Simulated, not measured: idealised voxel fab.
voxel capacitor over wiring: a process module
The cross-section on display is named cut; it measures 260 nm wide, and its cells are 5 nm squares.
We lay out every cross-section as a grid of square cells and spell it out in bands from the top down, where one band means one or more rows of cells.
Top, bottom (nm), then materials left to right with widths (nm); lone material tagged "all across" fills the whole band edge to edge; "air" = empty space.
It should be noted that heights are counted from 0, beneath which the wafer as supplied is of one material throughout, and that the lowest band possesses no lower boundary but continues downward, as written in "top 0, no bottom".
The notation "30..40" denotes a width that varies across the rows of cells in the band, beginning at the first number in the top row, finishing at the second number in the bottom row, and changing by an identical amount from each row to the next.
"no alteration", as given for a step, is the statement that not any cell of the cross-section underwent a change during that step.
Look at "Closed void table" for the closed voids: empty spaces with no open path to the top, sized 8 cells or up. Each is width x height at distance, distance from the left edge, all nm.
It should be noted that, on the line of a given step, the content following the step's settings is a remark produced by the simulator itself with respect to that step.
overlay nm: mask offset rightward from planned place, masked step; negative means leftward offset.

-- Steps in the process plan
- 1: RECEIVE [material Si]
- 2: CONFORMAL_DEP [material SiO2] [thk nm 15]
- 3: CONFORMAL_DEP [material SiCN] [thk nm 5]
- 4: DIRECTIONAL_DEP [material SiO2] [thk nm 15]
- 5: MASKED_ETCH [tone open] [mask id METAL_1] [width nm 30] [pitch nm 100] [etch materials SiO2] [depth nm 15] [overlay nm 0]
- 6: MASKED_ETCH [tone open] [mask id METAL_1] [width nm 30] [pitch nm 100] [etch materials SiCN] [depth nm 5] [overlay nm 0]
- 7: CONFORMAL_DEP [material TiN] [thk nm 5]
- 8: FILL_DEP [material Cu] [thk nm 5]
- 9: CMP [height nm 35]
- 10: EPI [material Ru] [thk nm 5]
- 11: FILL_DEP [material SiCN] [thk nm 5]
- 12: DIRECTIONAL_DEP [material SiO2] [thk nm 15]
- 13: MASKED_ETCH [tone open] [mask id PLUG_1] [width nm 15] [etch materials SiO2] [depth nm 15] [overlay nm 0]
- 14: MASKED_ETCH [tone open] [mask id PLUG_1] [width nm 15] [etch materials SiCN] [depth nm 5] [overlay nm 0]
- 15: EPI [material Ru] [thk nm 10]
- 16: EPI [material Ru] [thk nm 10]
- 17: DIRECTIONAL_DEP [material TiN] [thk nm 5]
- 18: DIRECTIONAL_DEP [material Al2O3] [thk nm 5]
- 19: DIRECTIONAL_DEP [material TiN] [thk nm 10]
- 20: MASKED_ETCH [tone cover] [mask id UPPER_PLATE] [width nm 75] [etch materials TiN] [depth nm 10] [overlay nm 0]
- 21: MASKED_ETCH [tone cover] [mask id UPPER_PLATE] [width nm 75] [etch materials Al2O3] [depth nm 5] [overlay nm 0]
- 22: PATTERN [tone cover] [mask id LOWER_PLATE] [material resist] [width nm 85] [thk nm 15] [overlay nm 0]
- 23: DIRECTIONAL_ETCH [etch materials TiN] [depth nm 5]
- 24: STRIP [etch materials resist]
- 25: FILL_DEP [material SiO2] [thk nm 20]
- 26: CMP [height nm 95]
- 27: PATTERN [tone open] [mask id PLUG_2] [material resist] [width nm 15] [thk nm 15] [overlay nm 0]
- 28: DIRECTIONAL_ETCH [etch materials SiO2] [depth nm 15]
- 29: STRIP [etch materials resist]
- 30: CONFORMAL_DEP [material TiN] [thk nm 5]
- 31: FILL_DEP [material Ru] [thk nm 10]
- 32: CMP [height nm 95]
- 33: CONFORMAL_DEP [material SiN] [thk nm 5]

-- Wafer at receipt (post step 1), cross-section
top 0, no bottom: Si all across
Closed void table: none

-- First of two wafers at the end of the module, shown in cross-section; run carried out as planned
top 100, bottom 95: SiN all across
top 95, bottom 85: SiO2 90 | TiN 5 | Ru 5 | TiN 5 | SiO2 155
top 85, bottom 80: SiO2 90 | TiN 15 | SiO2 155
top 80, bottom 70: SiO2 80 | TiN 75 | SiO2 105
top 70, bottom 65: SiO2 80 | Al2O3 75 | SiO2 105
top 65, bottom 60: SiO2 75 | TiN 85 | SiO2 100
top 60, bottom 45: SiO2 80 | Ru 15 | SiO2 165
top 45, bottom 40: SiCN 80 | Ru 15 | SiCN 165
top 40, bottom 35: SiCN 60 | Ru 40 | SiCN 60 | Ru 40 | SiCN 60
top 35, bottom 20: SiO2 65 | TiN 5 | Cu 20 | TiN 5 | SiO2 70 | TiN 5 | Cu 20 | TiN 5 | SiO2 65
top 20, bottom 15: SiCN 65 | TiN 30 | SiCN 70 | TiN 30 | SiCN 65
top 15, bottom 0: SiO2 all across
top 0, no bottom: Si all across
Closed void table: none

-- Wafer two, end of module, cross-section. Same start, same plan as wafer one. One mistake in the run
top 100, bottom 95: SiN all across
top 95, bottom 85: SiO2 90 | TiN 5 | Ru 5 | TiN 5 | SiO2 155
top 85, bottom 80: SiO2 90 | TiN 15 | SiO2 155
top 80, bottom 75: SiO2 all across
top 75, bottom 65: SiO2 80 | TiN 75 | SiO2 105
top 65, bottom 60: SiO2 80 | Al2O3 75 | SiO2 105
top 60, bottom 45: SiO2 80 | Ru 15 | SiO2 165
top 45, bottom 40: SiCN 80 | Ru 15 | SiCN 165
top 40, bottom 35: SiCN 60 | Ru 40 | SiCN 60 | Ru 40 | SiCN 60
top 35, bottom 20: SiO2 65 | TiN 5 | Cu 20 | TiN 5 | SiO2 70 | TiN 5 | Cu 20 | TiN 5 | SiO2 65
top 20, bottom 15: SiCN 65 | TiN 30 | SiCN 70 | TiN 30 | SiCN 65
top 15, bottom 0: SiO2 all across
top 0, no bottom: Si all across
Closed void table: none
What was done differently from what was planned? plan step 17 never ran because it was skipped
FYI, end of process, the second wafer has more or fewer cells of some materials than the first: +17 SiO2, -17 TiN
